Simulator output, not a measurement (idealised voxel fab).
process module | voxel released beams
cross-section cut | 285 nm wide | cells 5 nm
A cross-section is a grid of square cells, given in bands from the top down. A band is one or more rows of cells.
Each band's line starts with the height of the band's top and of its bottom, in nm. Then come its materials from left to right, each with its width in nm. One material with "throughout" fills the band from edge to edge. "air" is empty space.
Height 0 is the level under which the wafer as received is all one material. The lowest band goes on downwards, as in "0 down".
A width such as "30 to 40" changes by the same amount from each row of cells to the next, from the band's top row to its bottom row.
"no change" after a step means that no cell of the cross-section changed.
closed voids: empty space of 8 cells or more with no open way to the top, each as width x height at its distance from the left edge, in nm
after a step's settings: what the simulator itself notes on the step
overlay nm, on a step with a mask: how far to the right of its planned place the mask lay; to the left if negative
plan
1 op RECEIVE | material Si
2 op CONFORMAL_DEP | material SiN | thk nm 5
3 op DIRECTIONAL_DEP | material SiO2 | thk nm 15
4 op PATTERN | tone open | mask id ANCHOR | material resist | width nm 35 | thk nm 20 | overlay nm 0
5 op DIRECTIONAL_ETCH | etch materials SiO2 | depth nm 15
6 op STRIP | etch materials resist
7 op CONFORMAL_DEP | material polySi | thk nm 15
8 op DIRECTIONAL_DEP | material aC | thk nm 15
9 op PATTERN | tone cover | mask id BEAM | material resist | width nm 100 | thk nm 30 | overlay nm 0
10 op DIRECTIONAL_ETCH | etch materials aC | depth nm 15
11 op STRIP | etch materials resist
12 op DIRECTIONAL_ETCH | etch materials polySi | depth nm 15
13 op STRIP | etch materials aC
14 op STRIP | etch materials SiO2
as received, after step 1
  0 down: Si throughout
  closed voids: none
first wafer at the end, as planned
  35 to 20: air 90 | polySi 20 | air 5 | polySi 75 | air 95
  20 to 5: air 95 | polySi 35 | air 155
  5 to 0: SiN throughout
  0 down: Si throughout
  closed voids: none
second wafer at the end: like start, like plan, one mistake
  45 to 30: air 90 | polySi 20 | air 5 | polySi 75 | air 95
  30 to 15: air 95 | polySi 35 | air 155
  15 to 0: SiN throughout
  0 down: Si throughout
  closed voids: none
what went wrong: step 2 ran as: op CONFORMAL_DEP | material SiN | thk nm 15
at the end the second wafer has, in cells: 114 more of SiN
